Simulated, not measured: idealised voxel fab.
process module | voxel self aligned vias
cross-section cut | 220 nm wide | cells 5 nm
A cross-section is a grid of square cells, given in bands from the top down. A band is one or more rows of cells.
Each band's line starts with the height of the band's top and of its bottom, in nm. Then come its materials from left to right, each with its width in nm. One material with "throughout" fills the band from edge to edge. "air" is empty space.
Height 0 is the level under which the wafer as received is all one material. The lowest band goes on downwards, as in "0 down".
A width such as "30 to 40" changes by the same amount from each row of cells to the next, from the band's top row to its bottom row.
"no change" after a step means that no cell of the cross-section changed.
closed voids: empty space of 8 cells or more with no open way to the top, each as width x height at its distance from the left edge, in nm
after a step's settings: what the simulator itself notes on the step
overlay nm, on a step with a mask: how far to the right of its planned place the mask lay; to the left if negative
plan
1 op RECEIVE | material Si
2 op CONFORMAL_DEP | material SiO2 | thk nm 10
3 op CONFORMAL_DEP | material SiCN | thk nm 5
4 op DIRECTIONAL_DEP | material SiO2 | thk nm 20
5 op MASKED_ETCH | tone open | mask id LINES | width nm 20 | pitch nm 65 | etch materials SiO2 | depth nm 20 | overlay nm 0
6 op CONFORMAL_DEP | material TiN | thk nm 5
7 op FILL_DEP | material Ru | thk nm 5
8 op CMP | height nm 35
9 op SELECTIVE_ETCH | etch materials W Ru TiN | depth nm 5
10 op FILL_DEP | material SiN | thk nm 5
11 op CMP | height nm 35
12 op DIRECTIONAL_DEP | material SiO2 | thk nm 20
13 op DIRECTIONAL_DEP | material aC | thk nm 15
14 op PATTERN | tone open | mask id VIAS | material resist | width nm 40 | pitch nm 130 | thk nm 35 | overlay nm 0
15 op DIRECTIONAL_ETCH | etch materials aC | depth nm 15
16 op STRIP | etch materials resist
17 op DIRECTIONAL_ETCH | etch materials SiO2 | depth nm 20
18 op DIRECTIONAL_ETCH | etch materials SiN | depth nm 5
19 op STRIP | etch materials aC
20 op CONFORMAL_DEP | material TiN | thk nm 5
21 op FILL_DEP | material Ru | thk nm 5
22 op CMP | height nm 55
23 op CONFORMAL_DEP | material SiN | thk nm 5
first wafer, as planned
as received, after step 1
  0 down: Si throughout
  closed voids: none
after step 2
  10 to 0: SiO2 throughout
  below 0: unchanged
after step 3
  15 to 10: SiCN throughout
  below 10: unchanged
after step 4
  35 to 15: SiO2 throughout
  below 15: unchanged
after step 5
  35 to 15: SiO2 35 | air 20 | SiO2 45 | air 20 | SiO2 45 | air 20 | SiO2 35
  below 15: unchanged
after step 6
  40 to 35: TiN 40 | air 10 | TiN 55 | air 10 | TiN 55 | air 10 | TiN 40
  35 to 20: SiO2 35 | TiN 5 | air 10 | TiN 5 | SiO2 45 | TiN 5 | air 10 | TiN 5 | SiO2 45 | TiN 5 | air 10 | TiN 5 | SiO2 35
  20 to 15: SiO2 35 | TiN 20 | SiO2 45 | TiN 20 | SiO2 45 | TiN 20 | SiO2 35
  below 15: unchanged
after step 7
  45 to 40: Ru throughout
  40 to 35: TiN 40 | Ru 10 | TiN 55 | Ru 10 | TiN 55 | Ru 10 | TiN 40
  35 to 20: SiO2 35 | TiN 5 | Ru 10 | TiN 5 | SiO2 45 | TiN 5 | Ru 10 | TiN 5 | SiO2 45 | TiN 5 | Ru 10 | TiN 5 | SiO2 35
  below 20: unchanged
after step 8
  35 to 20: SiO2 35 | TiN 5 | Ru 10 | TiN 5 | SiO2 45 | TiN 5 | Ru 10 | TiN 5 | SiO2 45 | TiN 5 | Ru 10 | TiN 5 | SiO2 35
  below 20: unchanged
after step 9
  35 to 30: SiO2 35 | air 20 | SiO2 45 | air 20 | SiO2 45 | air 20 | SiO2 35
  below 30: unchanged
after step 10
  40 to 35: SiN throughout
  35 to 30: SiO2 35 | SiN 20 | SiO2 45 | SiN 20 | SiO2 45 | SiN 20 | SiO2 35
  below 30: unchanged
after step 11
  35 to 30: SiO2 35 | SiN 20 | SiO2 45 | SiN 20 | SiO2 45 | SiN 20 | SiO2 35
  below 30: unchanged
after step 12
  55 to 35: SiO2 throughout
  below 35: unchanged
after step 13
  70 to 55: aC throughout
  below 55: unchanged
after step 14
  105 to 70: resist 25 | air 40 | resist 90 | air 40 | resist 25
  below 70: unchanged
after step 15
  90 to 70: resist 25 | air 40 | resist 90 | air 40 | resist 25
  70 to 55: aC 25 | air 40 | aC 90 | air 40 | aC 25
  below 55: unchanged
after step 16
  70 to 55: aC 25 | air 40 | aC 90 | air 40 | aC 25
  below 55: unchanged
after step 17
  70 to 55: aC 25 | air 40 | aC 90 | air 40 | aC 25
  55 to 35: SiO2 25 | air 40 | SiO2 90 | air 40 | SiO2 25
  below 35: unchanged
after step 18
  70 to 55: aC 25 | air 40 | aC 90 | air 40 | aC 25
  55 to 35: SiO2 25 | air 40 | SiO2 90 | air 40 | SiO2 25
  35 to 30: SiO2 35 | air 20 | SiO2 45 | SiN 20 | SiO2 45 | air 20 | SiO2 35
  below 30: unchanged
after step 19
  55 to 35: SiO2 25 | air 40 | SiO2 90 | air 40 | SiO2 25
  below 35: unchanged
after step 20
  60 to 55: TiN 30 | air 30 | TiN 100 | air 30 | TiN 30
  55 to 40: SiO2 25 | TiN 5 | air 30 | TiN 5 | SiO2 90 | TiN 5 | air 30 | TiN 5 | SiO2 25
  40 to 35: SiO2 25 | TiN 15 | air 10 | TiN 15 | SiO2 90 | TiN 15 | air 10 | TiN 15 | SiO2 25
  35 to 30: SiO2 35 | TiN 20 | SiO2 45 | SiN 20 | SiO2 45 | TiN 20 | SiO2 35
  below 30: unchanged
after step 21
  65 to 60: Ru throughout
  60 to 55: TiN 30 | Ru 30 | TiN 100 | Ru 30 | TiN 30
  55 to 40: SiO2 25 | TiN 5 | Ru 30 | TiN 5 | SiO2 90 | TiN 5 | Ru 30 | TiN 5 | SiO2 25
  40 to 35: SiO2 25 | TiN 15 | Ru 10 | TiN 15 | SiO2 90 | TiN 15 | Ru 10 | TiN 15 | SiO2 25
  below 35: unchanged
after step 22
  55 to 40: SiO2 25 | TiN 5 | Ru 30 | TiN 5 | SiO2 90 | TiN 5 | Ru 30 | TiN 5 | SiO2 25
  below 40: unchanged
after step 23
  60 to 55: SiN throughout
  below 55: unchanged
second wafer: like start, like plan, one mistake. Through step 2 it matches the first wafer
when step 3 should have ended
  30 to 0: SiO2 throughout
  below 0: unchanged
when step 4 should have ended
  35 to 30: SiCN throughout
  below 30: unchanged
when step 5 should have ended: no change
when step 6 should have ended
  40 to 35: TiN throughout
  below 35: unchanged
when step 7 should have ended
  45 to 40: Ru throughout
  below 40: unchanged
when step 8 should have ended
  35 to 30: SiCN throughout
  below 30: unchanged
when step 9 should have ended: no change
when step 10 should have ended
  40 to 35: SiN throughout
  below 35: unchanged
when step 11 should have ended
  35 to 30: SiCN throughout
  below 30: unchanged
when step 12 should have ended
  55 to 35: SiO2 throughout
  below 35: unchanged
when step 13 should have ended
  70 to 55: aC throughout
  below 55: unchanged
when step 14 should have ended
  105 to 70: resist 25 | air 40 | resist 90 | air 40 | resist 25
  below 70: unchanged
when step 15 should have ended
  90 to 70: resist 25 | air 40 | resist 90 | air 40 | resist 25
  70 to 55: aC 25 | air 40 | aC 90 | air 40 | aC 25
  below 55: unchanged
when step 16 should have ended
  70 to 55: aC 25 | air 40 | aC 90 | air 40 | aC 25
  below 55: unchanged
when step 17 should have ended
  70 to 55: aC 25 | air 40 | aC 90 | air 40 | aC 25
  55 to 35: SiO2 25 | air 40 | SiO2 90 | air 40 | SiO2 25
  below 35: unchanged
when step 18 should have ended: no change
when step 19 should have ended
  55 to 35: SiO2 25 | air 40 | SiO2 90 | air 40 | SiO2 25
  below 35: unchanged
when step 20 should have ended
  60 to 55: TiN 30 | air 30 | TiN 100 | air 30 | TiN 30
  55 to 40: SiO2 25 | TiN 5 | air 30 | TiN 5 | SiO2 90 | TiN 5 | air 30 | TiN 5 | SiO2 25
  40 to 35: SiO2 25 | TiN 40 | SiO2 90 | TiN 40 | SiO2 25
  below 35: unchanged
when step 21 should have ended
  65 to 60: Ru throughout
  60 to 55: TiN 30 | Ru 30 | TiN 100 | Ru 30 | TiN 30
  55 to 40: SiO2 25 | TiN 5 | Ru 30 | TiN 5 | SiO2 90 | TiN 5 | Ru 30 | TiN 5 | SiO2 25
  below 40: unchanged
when step 22 should have ended
  55 to 40: SiO2 25 | TiN 5 | Ru 30 | TiN 5 | SiO2 90 | TiN 5 | Ru 30 | TiN 5 | SiO2 25
  below 40: unchanged
when step 23 should have ended
  60 to 55: SiN throughout
  below 55: unchanged
what went wrong: steps 3 and 4 were swapped
at the end the second wafer has, in cells: 16 fewer of Ru | 4 fewer of SiN | 48 more of SiO2 | 28 fewer of TiN
